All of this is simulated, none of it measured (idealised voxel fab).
Herein follows the process module entitled voxel ribs on slabs.
This is section cut - it's 245 nm across, gridded in 5 nm square cells.
We lay out every cross-section as a grid of square cells and spell it out in bands from the top down, where one band means one or more rows of cells.
Top height, bottom height, nm. Materials left to right, width each, nm. Single material + "everywhere" = fills band edge to edge. "air" = empty.
Height reference: 0 = level under which incoming wafer is all one material. Lowest band: no bottom, runs on downward, e.g. "0 and below".
A two-number width, for instance "30..40", indicates that the width is equal to the first number in the top row of the band and to the second number in the bottom row, and that it changes by a constant amount per row of cells.
Where a step carries "no alteration", the cross-section came out of it unchanged, cell for cell.
Closed-off voids of 8+ cells (no open route to the top) go in "Closed empty spaces", written width x height at distance from the left edge, in nm.
On each step's line, the part that comes after the settings is the simulator's own comment on the step.
Regarding "overlay nm": on a step with a mask, it is the distance the mask lay to the right of its planned place; a negative value places it to the left.
PLANNED STEP LIST FOR THE PROCESS
- 1: RECEIVE: material Si
- 2: DIRECTIONAL_DEP: material SiO2, thk nm 20
- 3: DIRECTIONAL_DEP: material SiN, thk nm 20
- 4: MASKED_ETCH: tone cover, mask id RIB, width nm 15, etch materials SiN, depth nm 10, overlay nm 0
- 5: MASKED_ETCH: tone cover, mask id SLAB, width nm 45, etch materials SiN, depth nm 10, overlay nm 0
- 6: FILL_DEP: material SiO2, thk nm 25
- 7: CMP: height nm 55
- 8: DIRECTIONAL_DEP: material W, thk nm 10
- 9: DIRECTIONAL_DEP: material aC, thk nm 15
- 10: PATTERN: tone cover, mask id HEATER, material resist, width nm 25, thk nm 30, overlay nm 0
- 11: DIRECTIONAL_ETCH: etch materials aC, depth nm 15
- 12: STRIP: etch materials resist
- 13: DIRECTIONAL_ETCH: etch materials W, depth nm 10
- 14: STRIP: etch materials aC
- 15: CONFORMAL_DEP: material SiO2, thk nm 5
HERE'S WHAT THE WAFER LOOKED LIKE IN CROSS-SECTION WHEN IT ARRIVED - THAT'S AFTER STEP 1
	0 and below: Si everywhere
	Closed empty spaces: none
CROSS-SECTIONAL RESULT AFTER MODULE COMPLETION. NOTE: STARTING CONDITION AND PLAN ARE UNCHANGED FROM ABOVE; ONE PROCESSING MISTAKE WAS MADE
	70 down to 65: air 105 nm; SiO2 35 nm; air 105 nm
	65 down to 60: air 105 nm; SiO2 5 nm; W 25 nm; SiO2 5 nm; air 105 nm
	60 down to 55: SiO2 110 nm; W 25 nm; SiO2 110 nm
	55 down to 20: SiO2 everywhere
	20 down to 0: SiN everywhere
	0 and below: Si everywhere
	Closed empty spaces: none
Run error: it was found that steps 2 and 3 of the process plan had been performed in exchanged positions
